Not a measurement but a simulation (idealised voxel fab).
Herein follows the process module entitled voxel gate over fins.
In the cross-section labelled cut, the width is 270 nm and each square cell is 5 nm.
How to read a cross-section here: the picture is a grid of square cells, written as bands going from the top down, and any band can span one or more rows of cells.
Heads up on the band format: heights come first, top then bottom, in nm. After that it's the materials left to right, each with its width in nm. A single material flagged "full width" fills the whole band edge to edge, and "empty" means there's empty space there.
Heights are expressed relative to 0, this being the level below which the as-received wafer comprises one material exclusively. The lowest band is unbounded in the downward direction and is denoted as in "0..down".
Note: "30..40" means the width goes from the first number (top row of the band) to the second number (bottom row) in equal steps per row of cells.
Basically "remained the same" means that step didn't change any cell in the cross-section.
"Voids, enclosed": empty spaces of 8 cells or more with no open way to the top, each given as width x height at distance, distance from the left edge, all in nm.
On each step's line, the part that comes after the settings is the simulator's own comment on the step.
overlay nm: mask offset rightward from planned place, masked step; negative means leftward offset.
**Process steps - plan**
1,RECEIVE,material Si
2,CONFORMAL_DEP,material SiN,thk nm 5
3,DIRECTIONAL_DEP,material aC,thk nm 10
4,PATTERN,tone cover,mask id FINS,material resist,width nm 15,pitch nm 50,thk nm 30,overlay nm 0
5,DIRECTIONAL_ETCH,etch materials aC,depth nm 10
6,STRIP,etch materials resist
7,DIRECTIONAL_ETCH,etch materials SiN,depth nm 5
8,DIRECTIONAL_ETCH,etch materials Si,depth nm 40
9,STRIP,etch materials aC
10,FILL_DEP,material SiO2,thk nm 5
11,CMP,height nm 5
12,PATTERN,tone open,mask id RAIL,material resist,width nm 15,thk nm 20,overlay nm 0
13,DIRECTIONAL_ETCH,etch materials SiO2,depth nm 40
14,STRIP,etch materials resist
15,CONFORMAL_DEP,material TiN,thk nm 5
16,FILL_DEP,material W,thk nm 5
17,CMP,height nm 5
18,SELECTIVE_ETCH,etch materials W Ru TiN,depth nm 20
19,FILL_DEP,material SiO2,thk nm 5
20,CMP,height nm 5
21,SELECTIVE_ETCH,etch materials SiO2,depth nm 15
22,STRIP,etch materials SiN
23,CONFORMAL_DEP,material HfO2,thk nm 5
24,CONFORMAL_DEP,material TiN,thk nm 5
25,FILL_DEP,material W,thk nm 10
26,CMP,height nm 15
27,CONFORMAL_DEP,material SiCN,thk nm 5
Among the wafers covered here, the point of difference is the thk nm at step 23; their starting state is shared, and the plan presents the value of the first wafer.
**The first of several wafers in cross-section, exactly as it reached us after step 1**
  0..down | Si full width
  Voids, enclosed: none
**Basically each wafer gets a line in the table, showing it at the end of the module: material by material, the cells it gained (+) or lost (-) since we got it, then its closed voids**
thk nm 5; +62 HfO2; -384 Si; +54 SiCN; +276 SiO2; +71 TiN; +137 W; Voids, enclosed: none
thk nm 10; +124 HfO2; -384 Si; +54 SiCN; +276 SiO2; +71 TiN; +75 W; Voids, enclosed: none
thk nm 15; +186 HfO2; -384 Si; +54 SiCN; +276 SiO2; +48 TiN; +36 W; Voids, enclosed: none
thk nm 20; +225 HfO2; -384 Si; +54 SiCN; +276 SiO2; +42 TiN; +3 W; Voids, enclosed: none
